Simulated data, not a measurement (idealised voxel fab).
Module name: voxel fin reveal (process module)
Square cell edge 5 nm, section width 245 nm, ID cut.
The cross-sections in this document take the form of a grid made of square cells. They are written out as bands, in order from top to bottom. Each band consists of one or more rows of cells.
Quick guide to a band line: top height, bottom height (nm) up front; then every material left to right with its width in nm. Only one material and it's marked "everywhere"? Then it fills the band edge to edge. And "air" just means empty space.
Heights are measured from 0, the level below which the as-received wafer is all one material; the lowest band has no bottom and continues downward, written as in "0 -> down".
So if you see something like "30->40" for the width, read it as the top row of the band sitting at the first number and the bottom row at the second, with every row in between moving by the same amount as the last.
Basically "remained unchanged" means that step didn't change any cell in the cross-section.
"Closed-off voids" lists enclosed empty spaces (at least 8 cells, no open path upward to the top), each as width x height at distance from the left edge, in nm.
The remark found on a step's line after its settings is issued by the simulator itself and pertains to that step.
Regarding "overlay nm": on a step with a mask, it is the distance the mask lay to the right of its planned place; a negative value places it to the left.

## Planned process steps
step 1: RECEIVE,material Si
step 2: CONFORMAL_DEP,material SiN,thk nm 10
step 3: MASKED_ETCH,tone cover,mask id FINS,width nm 15,pitch nm 40,etch materials SiN,depth nm 10,overlay nm 0
step 4: MASKED_ETCH,tone cover,mask id FINS,width nm 15,pitch nm 40,etch materials Si,depth nm 25,overlay nm 0
step 5: OXIDIZE,depth nm 5
step 6: FILL_DEP,material SiO2,thk nm 15
step 7: CMP,height nm 10
step 8: SELECTIVE_ETCH,etch materials SiO2,depth nm 30
step 9: STRIP,etch materials SiN
varied across the wafers: depth nm of step 4. The plan shows the first wafer's value. All wafers start alike

## First wafer of several, as received: cross-section after step 1
- 0 -> down = Si everywhere
- Closed-off voids: none

## The first of several wafers, seen in cross-section after the module's last step, step 9
- 0 -> -20 = air 100 nm, then Si 5 nm, then air 35 nm, then Si 5 nm, then air 100 nm
- -20 -> -30 = SiO2 100 nm, then Si 5 nm, then SiO2 35 nm, then Si 5 nm, then SiO2 100 nm
- -30 -> down = Si everywhere
- Closed-off voids: none

## Cross-sectional view, end of module, last wafer of several
- 0 -> -20 = air 100 nm, then Si 5 nm, then air 35 nm, then Si 5 nm, then air 100 nm
- -20 -> -55 = SiO2 100 nm, then Si 5 nm, then SiO2 35 nm, then Si 5 nm, then SiO2 100 nm
- -55 -> down = Si everywhere
- Closed-off voids: none

## Take any row and you have a wafer at the end of the module: how many cells of each material it has gained (+) or lost (-) since it was received, and then its closed voids
depth nm 25, -282 Si, +94 SiO2, Closed-off voids: none
depth nm 30, -329 Si, +141 SiO2, Closed-off voids: none
depth nm 35, -376 Si, +188 SiO2, Closed-off voids: none
depth nm 40, -423 Si, +235 SiO2, Closed-off voids: none
depth nm 45, -470 Si, +282 SiO2, Closed-off voids: none
depth nm 50, -517 Si, +329 SiO2, Closed-off voids: none
